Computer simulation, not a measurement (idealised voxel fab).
process module | voxel capacitor over wiring
cross-section cut | 180 nm wide | cells 5 nm
A cross-section is a grid of square cells, given in bands from the top down. A band is one or more rows of cells.
Each band's line starts with the height of the band's top and of its bottom, in nm. Then come its materials from left to right, each with its width in nm. One material with "throughout" fills the band from edge to edge. "air" is empty space.
Height 0 is the level under which the wafer as received is all one material. The lowest band goes on downwards, as in "0 down".
A width such as "30 to 40" changes by the same amount from each row of cells to the next, from the band's top row to its bottom row.
"no change" after a step means that no cell of the cross-section changed.
closed voids: empty space of 8 cells or more with no open way to the top, each as width x height at its distance from the left edge, in nm
after a step's settings: what the simulator itself notes on the step
overlay nm, on a step with a mask: how far to the right of its planned place the mask lay; to the left if negative
plan
1 op RECEIVE | material Si
2 op CONFORMAL_DEP | material SiO2 | thk nm 15
3 op CONFORMAL_DEP | material SiCN | thk nm 5
4 op DIRECTIONAL_DEP | material SiO2 | thk nm 25
5 op MASKED_ETCH | tone open | mask id METAL_1 | width nm 25 | pitch nm 75 | etch materials SiO2 | depth nm 25 | overlay nm 0
6 op MASKED_ETCH | tone open | mask id METAL_1 | width nm 25 | pitch nm 75 | etch materials SiCN | depth nm 5 | overlay nm 0
7 op CONFORMAL_DEP | material TiN | thk nm 5
8 op FILL_DEP | material W | thk nm 10
9 op CMP | height nm 45
10 op CONFORMAL_DEP | material SiCN | thk nm 5
11 op DIRECTIONAL_DEP | material SiO2 | thk nm 20
12 op MASKED_ETCH | tone open | mask id PLUG_1 | width nm 15 | etch materials SiO2 | depth nm 20 | overlay nm 0
13 op MASKED_ETCH | tone open | mask id PLUG_1 | width nm 15 | etch materials SiCN | depth nm 5 | overlay nm 0
14 op EPI | material Ru | thk nm 10
15 op EPI | material Ru | thk nm 10
16 op EPI | material Ru | thk nm 5
17 op DIRECTIONAL_DEP | material TiN | thk nm 10
18 op DIRECTIONAL_DEP | material SiN | thk nm 5
19 op DIRECTIONAL_DEP | material TiN | thk nm 10
20 op MASKED_ETCH | tone cover | mask id UPPER_PLATE | width nm 55 | etch materials TiN | depth nm 10 | overlay nm 0
21 op MASKED_ETCH | tone cover | mask id UPPER_PLATE | width nm 55 | etch materials SiN | depth nm 5 | overlay nm 0
22 op PATTERN | tone cover | mask id LOWER_PLATE | material resist | width nm 65 | thk nm 20 | overlay nm 0
23 op DIRECTIONAL_ETCH | etch materials TiN | depth nm 10
24 op STRIP | etch materials resist
25 op FILL_DEP | material SiO2 | thk nm 15
26 op CMP | height nm 105
27 op MASKED_ETCH | tone open | mask id PLUG_2 | width nm 15 | etch materials SiO2 | depth nm 10 | overlay nm 0
28 op CONFORMAL_DEP | material TiN | thk nm 5
29 op FILL_DEP | material Cu | thk nm 10
30 op CMP | height nm 105
31 op CONFORMAL_DEP | material SiN | thk nm 5
varied across the wafers: width nm of step 27. The plan shows the first wafer's value. All wafers start alike
first wafer as received, after step 1
  0 down: Si throughout
  closed voids: none
first wafer at the end, after step 31
  110 to 105: SiN throughout
  105 to 100: SiO2 60 | TiN 5 | Cu 5 | TiN 5 | SiO2 105
  100 to 95: SiO2 60 | TiN 15 | SiO2 105
  95 to 85: SiO2 50 | TiN 55 | SiO2 75
  85 to 80: SiO2 50 | SiN 55 | SiO2 75
  80 to 70: SiO2 45 | TiN 65 | SiO2 70
  70 to 50: SiO2 50 | Ru 15 | SiO2 115
  50 to 45: SiCN 50 | Ru 15 | SiCN 115
  45 to 20: SiO2 40 | TiN 5 | W 15 | TiN 5 | SiO2 50 | TiN 5 | W 15 | TiN 5 | SiO2 40
  20 to 15: SiCN 40 | TiN 25 | SiCN 50 | TiN 25 | SiCN 40
  15 to 0: SiO2 throughout
  0 down: Si throughout
  closed voids: none
last wafer at the end
  110 to 105: SiN throughout
  105 to 100: SiO2 55 | TiN 5 | Cu 20 | TiN 5 | SiO2 95
  100 to 95: SiO2 55 | TiN 30 | SiO2 95
  95 to 85: SiO2 50 | TiN 55 | SiO2 75
  85 to 80: SiO2 50 | SiN 55 | SiO2 75
  80 to 70: SiO2 45 | TiN 65 | SiO2 70
  70 to 50: SiO2 50 | Ru 15 | SiO2 115
  50 to 45: SiCN 50 | Ru 15 | SiCN 115
  45 to 20: SiO2 40 | TiN 5 | W 15 | TiN 5 | SiO2 50 | TiN 5 | W 15 | TiN 5 | SiO2 40
  20 to 15: SiCN 40 | TiN 25 | SiCN 50 | TiN 25 | SiCN 40
  15 to 0: SiO2 throughout
  0 down: Si throughout
  closed voids: none
each wafer at the end: cells of each material gained (+) or lost (-) since it was received, then its closed voids
width nm 15 | +1 Cu | +15 Ru | +59 SiCN | +47 SiN | +557 SiO2 | +83 TiN | +30 W | closed voids: none
width nm 20 | +2 Cu | +15 Ru | +59 SiCN | +47 SiN | +555 SiO2 | +84 TiN | +30 W | closed voids: none
width nm 25 | +3 Cu | +15 Ru | +59 SiCN | +47 SiN | +553 SiO2 | +85 TiN | +30 W | closed voids: none
width nm 30 | +4 Cu | +15 Ru | +59 SiCN | +47 SiN | +551 SiO2 | +86 TiN | +30 W | closed voids: none
